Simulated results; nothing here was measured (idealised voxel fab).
Process module, titled voxel fin reveal
cross-section cut | 150 nm wide | cells 5 nm
Notation: cross-section as square-cell grid; stated in bands, top first, going down; one or more cell rows per band. Heights first: top, then bottom, in nm. Then materials, left to right, each with a width in nm. "everywhere" on a single material: fills the band edge to edge. "air": empty space. Height 0 is the level under which the wafer as received is all one material. The lowest band goes on downwards, as in "top 0, no bottom". So if you see something like "30 to 40" for the width, read it as the top row of the band sitting at the first number and the bottom row at the second, with every row in between moving by the same amount as the last. A step reported as "nothing different" is a step in which no cell of the cross-section changed. Entry "Enclosed void list" = empty spaces >= 8 cells with no open way to the top; each as width x height at distance, distance from left edge, all nm. Step line, after settings: the simulator's comment on this step. overlay nm: step with mask; distance mask lay right of planned place; negative value = left of planned place.

[Here's what the planned process steps look like]
1,RECEIVE, material Si
2,CONFORMAL_DEP, material SiN, thk nm 10
3,MASKED_ETCH, tone cover, mask id FINS, width nm 15, pitch nm 45, etch materials SiN, depth nm 10, overlay nm 0
4,MASKED_ETCH, tone cover, mask id FINS, width nm 15, pitch nm 45, etch materials Si, depth nm 30, overlay nm 0
5,OXIDIZE, depth nm 5
6,FILL_DEP, material SiO2, thk nm 5
7,CMP, height nm 10
8,SELECTIVE_ETCH, etch materials SiO2, depth nm 30
9,STRIP, etch materials SiN

[First out of two wafers; run went to plan]

[Cross-section of the wafer as it came to us, i.e., already through step 1]
  top 0, no bottom  Si everywhere
  Enclosed void list: none

[After step 2, in cross-section]
  top 10, bottom 0  SiN everywhere
  No changes below 0.

[After step 3, in cross-section]
  top 10, bottom 0  air: 45 | SiN: 15 | air: 30 | SiN: 15 | air: 45
  No changes below 0.

[After step 4, in cross-section]
  top 10, bottom 0  air: 45 | SiN: 15 | air: 30 | SiN: 15 | air: 45
  top 0, bottom -30  air: 45 | Si: 15 | air: 30 | Si: 15 | air: 45
  No changes below -30.

[After step 5, in cross-section]
  top 10, bottom 0  air: 45 | SiN: 15 | air: 30 | SiN: 15 | air: 45
  top 0, bottom -30  air: 45 | SiO2: 5 | Si: 5 | SiO2: 5 | air: 30 | SiO2: 5 | Si: 5 | SiO2: 5 | air: 45
  top -30, bottom -35  SiO2: 50 | Si: 5 | SiO2: 40 | Si: 5 | SiO2: 50
  No changes below -35.

[After step 6, in cross-section]
  top 15, bottom 10  SiO2 everywhere
  top 10, bottom 0  SiO2: 45 | SiN: 15 | SiO2: 30 | SiN: 15 | SiO2: 45
  top 0, bottom -35  SiO2: 50 | Si: 5 | SiO2: 40 | Si: 5 | SiO2: 50
  No changes below -35.

[After step 7, in cross-section]
  top 10, bottom 0  SiO2: 45 | SiN: 15 | SiO2: 30 | SiN: 15 | SiO2: 45
  No changes below 0.

[After step 8, in cross-section]
  top 10, bottom 0  air: 45 | SiN: 15 | air: 30 | SiN: 15 | air: 45
  top 0, bottom -20  air: 50 | Si: 5 | air: 40 | Si: 5 | air: 50
  No changes below -20.

[After step 9, in cross-section]
  top 0, bottom -20  air: 50 | Si: 5 | air: 40 | Si: 5 | air: 50
  No changes below -20.

[Second of two: same start, same plan, one run error; steps up to and including 7 match the first]

[when step 8 should have ended]
  top 10, bottom 0  SiO2: 45 | air: 15 | SiO2: 30 | air: 15 | SiO2: 45
  No changes below 0.

[when step 9 should have ended]
  top 0, bottom -20  air: 50 | Si: 5 | air: 40 | Si: 5 | air: 50
  top -20, bottom -30  SiO2: 15 | air: 35 | Si: 5 | air: 40 | Si: 5 | air: 35 | SiO2: 15
  No changes below -30.
What was the processing mistake? the run placed steps 8 and 9 each in the position the plan gave to the other
Bottom line after processing is that, in cells, the second wafer is up or down on some materials versus the first: 44 fewer of SiO2
